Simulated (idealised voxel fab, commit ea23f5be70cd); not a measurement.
The following is a process module called voxel gate over fins.
The width of the displayed cross-section, cut, is 280 nm; its cells are square, with a size of 5 nm.
We lay out every cross-section as a grid of square cells and spell it out in bands from the top down, where one band means one or more rows of cells.
Heads up on the band format: heights come first, top then bottom, in nm. After that it's the materials left to right, each with its width in nm. A single material flagged "full width" fills the whole band edge to edge, and "blank" means there's empty space there.
Height datum 0, below which the as-received substrate wafer is one material. Lowest band open at the bottom, running downward: "z 0 and below".
When a width is written as two numbers, as in "30..40", the first number is the width in the top row of cells of the band and the second is the width in its bottom row, and the width changes by the same amount from each row to the next.
No cell of the cross-section changed in a step that is given as "nothing different".
In "Enclosed empty spaces" the enclosed voids are listed, meaning empty spaces of 8 cells or larger without any opening to the top. The form is width x height at distance, distance from the left edge, units nm.
Whatever follows a step's settings on its line is a remark the simulator itself makes about that step.
You can add "overlay nm" to a step's line. For a step with a mask, it describes how far the mask lay to the right of its planned position, and a negative number describes a lay to the left.

### This section lists the process steps that were planned
step 1: RECEIVE [material Si]
step 2: CONFORMAL_DEP [material SiN] [thk nm 10]
step 3: MASKED_ETCH [tone cover] [mask id FINS] [width nm 15] [pitch nm 55] [etch materials SiN] [depth nm 10] [overlay nm 0]
step 4: MASKED_ETCH [tone cover] [mask id FINS] [width nm 15] [pitch nm 55] [etch materials Si] [depth nm 40] [overlay nm 0]
step 5: FILL_DEP [material SiO2] [thk nm 15]
step 6: CMP [height nm 10]
step 7: DIRECTIONAL_DEP [material aC] [thk nm 10]
step 8: PATTERN [tone open] [mask id RAIL] [material resist] [width nm 15] [thk nm 25] [overlay nm 0]
step 9: DIRECTIONAL_ETCH [etch materials aC] [depth nm 10]
step 10: STRIP [etch materials resist]
step 11: DIRECTIONAL_ETCH [etch materials SiO2] [depth nm 45]
step 12: STRIP [etch materials aC]
step 13: CONFORMAL_DEP [material TiN] [thk nm 5]
step 14: FILL_DEP [material Ru] [thk nm 5]
step 15: CMP [height nm 10]
step 16: SELECTIVE_ETCH [etch materials W Ru TiN] [depth nm 30]
step 17: FILL_DEP [material SiO2] [thk nm 5]
step 18: CMP [height nm 10]
step 19: SELECTIVE_ETCH [etch materials SiO2] [depth nm 25]
step 20: STRIP [etch materials SiN]
step 21: CONFORMAL_DEP [material HfO2] [thk nm 5]
step 22: CONFORMAL_DEP [material TiN] [thk nm 5]
step 23: CONFORMAL_DEP [material TiAl] [thk nm 5]
step 24: CONFORMAL_DEP [material TiN] [thk nm 5]
step 25: FILL_DEP [material W] [thk nm 15]
step 26: CMP [height nm 30]
step 27: CONFORMAL_DEP [material SiN] [thk nm 10]

### So, the first of our two wafers, run just as we planned it

### Incoming wafer, cross-sectional view, post step 1
* z 0 and below  Si full width
* Enclosed empty spaces: none

### after step 2
* z 10 to 0  SiN full width
* No changes below 0.

### after step 3
* z 10 to 0  blank 50  SiN 15  blank 40  SiN 15  blank 40  SiN 15  blank 40  SiN 15  blank 50
* No changes below 0.

### after step 4
* z 10 to 0  blank 50  SiN 15  blank 40  SiN 15  blank 40  SiN 15  blank 40  SiN 15  blank 50
* z 0 to -40  blank 50  Si 15  blank 40  Si 15  blank 40  Si 15  blank 40  Si 15  blank 50
* No changes below -40.

### after step 5
* z 25 to 10  SiO2 full width
* z 10 to 0  SiO2 50  SiN 15  SiO2 40  SiN 15  SiO2 40  SiN 15  SiO2 40  SiN 15  SiO2 50
* z 0 to -40  SiO2 50  Si 15  SiO2 40  Si 15  SiO2 40  Si 15  SiO2 40  Si 15  SiO2 50
* No changes below -40.

### after step 6
* z 10 to 0  SiO2 50  SiN 15  SiO2 40  SiN 15  SiO2 40  SiN 15  SiO2 40  SiN 15  SiO2 50
* No changes below 0.

### after step 7
* z 20 to 10  aC full width
* No changes below 10.

### after step 8
* z 45 to 20  resist 75  blank 15  resist 190
* No changes below 20.

### after step 9
* z 35 to 20  resist 75  blank 15  resist 190
* z 20 to 10  aC 75  blank 15  aC 190
* No changes below 10.

### after step 10
* z 20 to 10  aC 75  blank 15  aC 190
* No changes below 10.

### after step 11
* z 20 to 10  aC 75  blank 15  aC 190
* z 10 to 0  SiO2 50  SiN 15  SiO2 10  blank 15  SiO2 15  SiN 15  SiO2 40  SiN 15  SiO2 40  SiN 15  SiO2 50
* z 0 to -35  SiO2 50  Si 15  SiO2 10  blank 15  SiO2 15  Si 15  SiO2 40  Si 15  SiO2 40  Si 15  SiO2 50
* No changes below -35.

### after step 12
* z 10 to 0  SiO2 50  SiN 15  SiO2 10  blank 15  SiO2 15  SiN 15  SiO2 40  SiN 15  SiO2 40  SiN 15  SiO2 50
* No changes below 0.

### after step 13
* z 15 to 10  TiN 80  blank 5  TiN 195
* z 10 to 0  SiO2 50  SiN 15  SiO2 10  TiN 5  blank 5  TiN 5  SiO2 15  SiN 15  SiO2 40  SiN 15  SiO2 40  SiN 15  SiO2 50
* z 0 to -30  SiO2 50  Si 15  SiO2 10  TiN 5  blank 5  TiN 5  SiO2 15  Si 15  SiO2 40  Si 15  SiO2 40  Si 15  SiO2 50
* z -30 to -35  SiO2 50  Si 15  SiO2 10  TiN 15  SiO2 15  Si 15  SiO2 40  Si 15  SiO2 40  Si 15  SiO2 50
* No changes below -35.

### after step 14
* z 20 to 15  Ru full width
* z 15 to 10  TiN 80  Ru 5  TiN 195
* z 10 to 0  SiO2 50  SiN 15  SiO2 10  TiN 5  Ru 5  TiN 5  SiO2 15  SiN 15  SiO2 40  SiN 15  SiO2 40  SiN 15  SiO2 50
* z 0 to -30  SiO2 50  Si 15  SiO2 10  TiN 5  Ru 5  TiN 5  SiO2 15  Si 15  SiO2 40  Si 15  SiO2 40  Si 15  SiO2 50
* No changes below -30.

### after step 15
* z 10 to 0  SiO2 50  SiN 15  SiO2 10  TiN 5  Ru 5  TiN 5  SiO2 15  SiN 15  SiO2 40  SiN 15  SiO2 40  SiN 15  SiO2 50
* No changes below 0.

### after step 16
* z 10 to 0  SiO2 50  SiN 15  SiO2 10  blank 15  SiO2 15  SiN 15  SiO2 40  SiN 15  SiO2 40  SiN 15  SiO2 50
* z 0 to -20  SiO2 50  Si 15  SiO2 10  blank 15  SiO2 15  Si 15  SiO2 40  Si 15  SiO2 40  Si 15  SiO2 50
* No changes below -20.

### after step 17
* z 15 to 10  SiO2 full width
* z 10 to 0  SiO2 50  SiN 15  SiO2 40  SiN 15  SiO2 40  SiN 15  SiO2 40  SiN 15  SiO2 50
* z 0 to -20  SiO2 50  Si 15  SiO2 40  Si 15  SiO2 40  Si 15  SiO2 40  Si 15  SiO2 50
* No changes below -20.

### after step 18
* z 10 to 0  SiO2 50  SiN 15  SiO2 40  SiN 15  SiO2 40  SiN 15  SiO2 40  SiN 15  SiO2 50
* No changes below 0.

### after step 19
* z 10 to 0  blank 50  SiN 15  blank 40  SiN 15  blank 40  SiN 15  blank 40  SiN 15  blank 50
* z 0 to -15  blank 50  Si 15  blank 40  Si 15  blank 40  Si 15  blank 40  Si 15  blank 50
* No changes below -15.

### after step 20
* z 0 to -15  blank 50  Si 15  blank 40  Si 15  blank 40  Si 15  blank 40  Si 15  blank 50
* No changes below -15.

### after step 21
* z 5 to 0  blank 45  HfO2 25  blank 30  HfO2 25  blank 30  HfO2 25  blank 30  HfO2 25  blank 45
* z 0 to -10  blank 45  HfO2 5  Si 15  HfO2 5  blank 30  HfO2 5  Si 15  HfO2 5  blank 30  HfO2 5  Si 15  HfO2 5  blank 30  HfO2 5  Si 15  HfO2 5  blank 45
* z -10 to -15  HfO2 50  Si 15  HfO2 40  Si 15  HfO2 40  Si 15  HfO2 40  Si 15  HfO2 50
* No changes below -15.

### after step 22
* z 10 to 5  blank 40  TiN 35  blank 20  TiN 35  blank 20  TiN 35  blank 20  TiN 35  blank 40
* z 5 to 0  blank 40  TiN 5  HfO2 25  TiN 5  blank 20  TiN 5  HfO2 25  TiN 5  blank 20  TiN 5  HfO2 25  TiN 5  blank 20  TiN 5  HfO2 25  TiN 5  blank 40
* z 0 to -5  blank 40  TiN 5  HfO2 5  Si 15  HfO2 5  TiN 5  blank 20  TiN 5  HfO2 5  Si 15  HfO2 5  TiN 5  blank 20  TiN 5  HfO2 5  Si 15  HfO2 5  TiN 5  blank 20  TiN 5  HfO2 5  Si 15  HfO2 5  TiN 5  blank 40
* z -5 to -10  TiN 45  HfO2 5  Si 15  HfO2 5  TiN 30  HfO2 5  Si 15  HfO2 5  TiN 30  HfO2 5  Si 15  HfO2 5  TiN 30  HfO2 5  Si 15  HfO2 5  TiN 45
* No changes below -10.

### after step 23
* z 15 to 10  blank 35  TiAl 45  blank 10  TiAl 45  blank 10  TiAl 45  blank 10  TiAl 45  blank 35
* z 10 to 5  blank 35  TiAl 5  TiN 35  TiAl 5  blank 10  TiAl 5  TiN 35  TiAl 5  blank 10  TiAl 5  TiN 35  TiAl 5  blank 10  TiAl 5  TiN 35  TiAl 5  blank 35
* z 5 to 0  blank 35  TiAl 5  TiN 5  HfO2 25  TiN 5  TiAl 5  blank 10  TiAl 5  TiN 5  HfO2 25  TiN 5  TiAl 5  blank 10  TiAl 5  TiN 5  HfO2 25  TiN 5  TiAl 5  blank 10  TiAl 5  TiN 5  HfO2 25  TiN 5  TiAl 5  blank 35
* z 0 to -5  TiAl 40  TiN 5  HfO2 5  Si 15  HfO2 5  TiN 5  TiAl 20  TiN 5  HfO2 5  Si 15  HfO2 5  TiN 5  TiAl 20  TiN 5  HfO2 5  Si 15  HfO2 5  TiN 5  TiAl 20  TiN 5  HfO2 5  Si 15  HfO2 5  TiN 5  TiAl 40
* No changes below -5.

### after step 24
* z 20 to 15  blank 30  TiN 220  blank 30
* z 15 to 10  blank 30  TiN 5  TiAl 45  TiN 10  TiAl 45  TiN 10  TiAl 45  TiN 10  TiAl 45  TiN 5  blank 30
* z 10 to 5  blank 30  TiN 5  TiAl 5  TiN 35  TiAl 5  TiN 10  TiAl 5  TiN 35  TiAl 5  TiN 10  TiAl 5  TiN 35  TiAl 5  TiN 10  TiAl 5  TiN 35  TiAl 5  TiN 5  blank 30
* z 5 to 0  TiN 35  TiAl 5  TiN 5  HfO2 25  TiN 5  TiAl 5  TiN 10  TiAl 5  TiN 5  HfO2 25  TiN 5  TiAl 5  TiN 10  TiAl 5  TiN 5  HfO2 25  TiN 5  TiAl 5  TiN 10  TiAl 5  TiN 5  HfO2 25  TiN 5  TiAl 5  TiN 35
* No changes below 0.

### after step 25
* z 35 to 20  W full width
* z 20 to 15  W 30  TiN 220  W 30
* z 15 to 10  W 30  TiN 5  TiAl 45  TiN 10  TiAl 45  TiN 10  TiAl 45  TiN 10  TiAl 45  TiN 5  W 30
* z 10 to 5  W 30  TiN 5  TiAl 5  TiN 35  TiAl 5  TiN 10  TiAl 5  TiN 35  TiAl 5  TiN 10  TiAl 5  TiN 35  TiAl 5  TiN 10  TiAl 5  TiN 35  TiAl 5  TiN 5  W 30
* No changes below 5.

### after step 26
* z 30 to 20  W full width
* No changes below 20.

### after step 27
* z 40 to 30  SiN full width
* No changes below 30.

### Notes, second wafer: start = first wafer's, plan = first wafer's, execution had one mistake; history identical to first through step 18

### The second wafer cut through, at the time step 19 was supposed to be finished
* z 10 to 0  blank 50  SiN 15  blank 40  SiN 15  blank 40  SiN 15  blank 40  SiN 15  blank 50
* z 0 to -5  blank 50  Si 15  blank 40  Si 15  blank 40  Si 15  blank 40  Si 15  blank 50
* No changes below -5.

### The second wafer cut through, at the time step 20 was supposed to be finished
* z 0 to -5  blank 50  Si 15  blank 40  Si 15  blank 40  Si 15  blank 40  Si 15  blank 50
* No changes below -5.

### The second wafer cut through, at the time step 21 was supposed to be finished
* z 5 to 0  blank 45  HfO2 25  blank 30  HfO2 25  blank 30  HfO2 25  blank 30  HfO2 25  blank 45
* z 0 to -5  HfO2 50  Si 15  HfO2 40  Si 15  HfO2 40  Si 15  HfO2 40  Si 15  HfO2 50
* No changes below -5.

### The second wafer cut through, at the time step 22 was supposed to be finished
* z 10 to 5  blank 40  TiN 35  blank 20  TiN 35  blank 20  TiN 35  blank 20  TiN 35  blank 40
* z 5 to 0  TiN 45  HfO2 25  TiN 30  HfO2 25  TiN 30  HfO2 25  TiN 30  HfO2 25  TiN 45
* No changes below 0.

### The second wafer cut through, at the time step 23 was supposed to be finished
* z 15 to 10  blank 35  TiAl 45  blank 10  TiAl 45  blank 10  TiAl 45  blank 10  TiAl 45  blank 35
* z 10 to 5  TiAl 40  TiN 35  TiAl 20  TiN 35  TiAl 20  TiN 35  TiAl 20  TiN 35  TiAl 40
* No changes below 5.

### The second wafer cut through, at the time step 24 was supposed to be finished
* z 20 to 15  blank 30  TiN 220  blank 30
* z 15 to 10  TiN 35  TiAl 45  TiN 10  TiAl 45  TiN 10  TiAl 45  TiN 10  TiAl 45  TiN 35
* No changes below 10.

### The second wafer cut through, at the time step 25 was supposed to be finished
* z 35 to 20  W full width
* z 20 to 15  W 30  TiN 220  W 30
* No changes below 15.

### The second wafer cut through, at the time step 26 was supposed to be finished
* z 30 to 20  W full width
* No changes below 20.

### The second wafer cut through, at the time step 27 was supposed to be finished
* z 40 to 30  SiN full width
* No changes below 30.
Finding, execution versus plan: step 19 off recipe, ran as SELECTIVE_ETCH [etch materials SiO2] [depth nm 15]
Per the end-of-run cell counts, the second wafer holds more or fewer of some materials than the first: HfO2: 16 fewer, SiO2: 88 more, TiAl: 16 fewer, TiN: 32 fewer, W: 24 fewer
